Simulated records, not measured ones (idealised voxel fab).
The name of this process module is voxel trench capacitor.
The cross-section shown here is cut; it is 275 nm wide and divided into square cells measuring 5 nm on a side.
A cross-section is a grid of square cells, given in bands from the top down. A band is one or more rows of cells. Read a band's entry like this: the first values are the height of its top and the height of its bottom in nm, and what follows is the sequence of materials from left to right, each with its width in nm. Note that "empty" is empty space, and that a single material marked "full width" reaches across the band from edge to edge. Heights are expressed relative to 0, this being the level below which the as-received wafer comprises one material exclusively. The lowest band is unbounded in the downward direction and is denoted as in "0 nm and below". Quick explanation for "30..40": the width changes in equal steps down the rows of cells, from the first number in the band's top row to the second number in its bottom row. For the purposes of this document, the phrase "left unchanged" attached to a step denotes that no cell within the cross-section was modified by that step. Listed in "Sealed void listing": every empty space of 8 or more cells without an open way to the top. Form: width x height at distance, the distance being from the left edge, all in nm. On each step's line, the part that comes after the settings is the simulator's own comment on the step. overlay nm: on a step with a mask, how far right of its planned place the mask lay; negative means left.

[Here's what the planned process steps look like]
1: RECEIVE (material Si)
2: CONFORMAL_DEP (material SiN; thk nm 10)
3: MASKED_ETCH (tone open; mask id TRENCH; width nm 30; pitch nm 60; etch materials SiN; depth nm 10; overlay nm 0)
4: MASKED_ETCH (tone open; mask id TRENCH; width nm 20; pitch nm 60; etch materials Si; depth nm 25; overlay nm 0)
5: CONFORMAL_DEP (material Al2O3; thk nm 5)
6: CONFORMAL_DEP (material TiN; thk nm 5)
7: FILL_DEP (material W; thk nm 10)
8: CMP (height nm 10)
For this document, wafers share an identical start and vary in the step 4 width nm; the plan quotes the first wafer's value.

[Cross-section of the first of several wafers on receipt, reflecting completion of step 1]
0 nm and below  Si full width
Sealed void listing: none

[Below: a row per wafer. Contents at end of module: for every material, cells gained since receipt (+) or lost since receipt (-); then closed voids]
width nm 20; +72 Al2O3; -80 Si; +62 SiN; +56 TiN; Sealed void listing: none
width nm 25; +72 Al2O3; -100 Si; +62 SiN; +56 TiN; +20 W; Sealed void listing: none
width nm 30; +72 Al2O3; -120 Si; +62 SiN; +56 TiN; +40 W; Sealed void listing: none
width nm 35; +72 Al2O3; -120 Si; +62 SiN; +56 TiN; +40 W; Sealed void listing: none
width nm 40; +72 Al2O3; -120 Si; +62 SiN; +56 TiN; +40 W; Sealed void listing: none
width nm 45; +72 Al2O3; -120 Si; +62 SiN; +56 TiN; +40 W; Sealed void listing: none
